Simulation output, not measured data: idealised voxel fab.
process module | voxel ribs on slabs
cross-section cut | 220 nm wide | cells 5 nm
A cross-section is a grid of square cells, given in bands from the top down. A band is one or more rows of cells.
Each band's line starts with the height of the band's top and of its bottom, in nm. Then come its materials from left to right, each with its width in nm. One material with "throughout" fills the band from edge to edge. "air" is empty space.
Height 0 is the level under which the wafer as received is all one material. The lowest band goes on downwards, as in "0 down".
A width such as "30 to 40" changes by the same amount from each row of cells to the next, from the band's top row to its bottom row.
"no change" after a step means that no cell of the cross-section changed.
closed voids: empty space of 8 cells or more with no open way to the top, each as width x height at its distance from the left edge, in nm
after a step's settings: what the simulator itself notes on the step
overlay nm, on a step with a mask: how far to the right of its planned place the mask lay; to the left if negative
plan
1 op RECEIVE | material Si
2 op DIRECTIONAL_DEP | material SiO2 | thk nm 30
3 op DIRECTIONAL_DEP | material SiN | thk nm 15
4 op MASKED_ETCH | tone cover | mask id RIB | width nm 15 | etch materials SiN | depth nm 10 | overlay nm 0
5 op PATTERN | tone cover | mask id SLAB | material resist | width nm 55 | thk nm 20 | overlay nm 0
6 op DIRECTIONAL_ETCH | etch materials SiN | depth nm 5
7 op STRIP | etch materials resist
8 op FILL_DEP | material SiO2 | thk nm 25
9 op CMP | height nm 60
10 op DIRECTIONAL_DEP | material TiN | thk nm 5
11 op DIRECTIONAL_DEP | material aC | thk nm 15
12 op PATTERN | tone cover | mask id HEATER | material resist | width nm 25 | thk nm 35 | overlay nm 0
13 op DIRECTIONAL_ETCH | etch materials aC | depth nm 15
14 op STRIP | etch materials resist
15 op DIRECTIONAL_ETCH | etch materials TiN | depth nm 5
16 op STRIP | etch materials aC
17 op CONFORMAL_DEP | material SiO2 | thk nm 5
as received, after step 1
  0 down: Si throughout
  closed voids: none
first wafer at the end, as planned
  70 to 65: air 90 | SiO2 35 | air 95
  65 to 60: SiO2 95 | TiN 25 | SiO2 100
  60 to 45: SiO2 throughout
  45 to 35: SiO2 100 | SiN 15 | SiO2 105
  35 to 30: SiO2 80 | SiN 55 | SiO2 85
  30 to 0: SiO2 throughout
  0 down: Si throughout
  closed voids: none
second wafer at the end: like start, like plan, one mistake
  85 to 65: SiO2 throughout
  65 to 60: TiN throughout
  60 to 45: SiO2 throughout
  45 to 35: SiO2 100 | SiN 15 | SiO2 105
  35 to 30: SiO2 80 | SiN 55 | SiO2 85
  30 to 0: SiO2 throughout
  0 down: Si throughout
  closed voids: none
what went wrong: step 11 ran as: op DIRECTIONAL_DEP | material SiO2 | thk nm 15
at the end the second wafer has, in cells: 130 more of SiO2 | 39 more of TiN
